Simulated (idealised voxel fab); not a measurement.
Process module under the name voxel quadruple lines
Displayed cross-section: cut, width of 140 nm, square cells sized 5 nm.
Cross-section spec: square-cell grid; bands listed top down; each band is one or more rows. Per band: top height and bottom height in nm, followed by the left-to-right materials and their widths in nm; "all across" marks a single material spanning edge to edge, "empty" marks empty space. Height is counted from the level 0, under which the received wafer is composed throughout of one material. The lowest of the bands is not closed at the bottom but continues downward, in the notation "from 0 down". The width entry "30->40" should be interpreted row by row: the top row of cells in the band takes the first number, the bottom row takes the second number, and the change between adjacent rows is uniform throughout. Take "same as before" at face value: in the step it is given for, the cross-section changed in none of its cells. "Fully sealed cavities" - sealed voids, min. 8 cells, no opening to top; format: width x height at distance (distance from left edge; nm throughout). Anything after a step's settings on that line? It's the simulator's own note about the step. Regarding "overlay nm": on a step with a mask, it is the distance the mask lay to the right of its planned place; a negative value places it to the left.

So here's the lineup of process steps we planned:
step 1: RECEIVE (material Si)
step 2: CONFORMAL_DEP (material SiO2; thk nm 5)
step 3: DIRECTIONAL_DEP (material TiN; thk nm 10)
step 4: DIRECTIONAL_DEP (material polySi; thk nm 20)
step 5: DIRECTIONAL_DEP (material aC; thk nm 20)
step 6: PATTERN (tone cover; mask id MANDREL; material resist; width nm 20; pitch nm 60; thk nm 30; overlay nm 0)
step 7: DIRECTIONAL_ETCH (etch materials aC; depth nm 20)
step 8: STRIP (etch materials resist)
step 9: CONFORMAL_DEP (material SiO2; thk nm 10)
step 10: DIRECTIONAL_ETCH (etch materials SiO2; depth nm 10)
step 11: STRIP (etch materials aC)
step 12: DIRECTIONAL_ETCH (etch materials polySi; depth nm 20)
step 13: STRIP (etch materials SiO2)
step 14: CONFORMAL_DEP (material SiCN; thk nm 5)
step 15: DIRECTIONAL_ETCH (etch materials SiCN; depth nm 5)
step 16: STRIP (etch materials polySi)
step 17: DIRECTIONAL_ETCH (etch materials TiN; depth nm 10)
step 18: STRIP (etch materials SiCN)
step 19: FILL_DEP (material lowk; thk nm 10)
step 20: CMP (height nm 15)

Cross-sectional view of the wafer in its as-received condition, corresponding to the state after step 1:
> from 0 down | Si all across
> Fully sealed cavities: none

Sectioned view, first of two wafers, at the close of the module, processed as intended in the plan:
> from 15 to 5 | lowk (15) | TiN (5) | lowk (10) | TiN (5) | lowk (10) | TiN (5) | lowk (10) | TiN (5) | lowk (10) | TiN (5) | lowk (10) | TiN (5) | lowk (10) | TiN (5) | lowk (10) | TiN (5) | lowk (15)
> from 5 to 0 | SiO2 all across
> from 0 down | Si all across
> Fully sealed cavities: none

Second wafer cross-section at end of module - shared start and plan with the first, one mistake in the run:
> from 15 to 5 | lowk (20) | TiN (5) | lowk (5) | TiN (5) | lowk (10) | TiN (5) | lowk (5) | TiN (5) | lowk (20) | TiN (5) | lowk (5) | TiN (5) | lowk (10) | TiN (5) | lowk (5) | TiN (5) | lowk (20)
> from 5 to 0 | SiO2 all across
> from 0 down | Si all across
> Fully sealed cavities: none
In executing the process, a mistake was made relative to the plan: in deviation from the planned setting, step 9 was conducted as CONFORMAL_DEP (material SiO2; thk nm 5)
At the close, every material occupies the same number of cells on the second wafer as on the first, only in different positions.
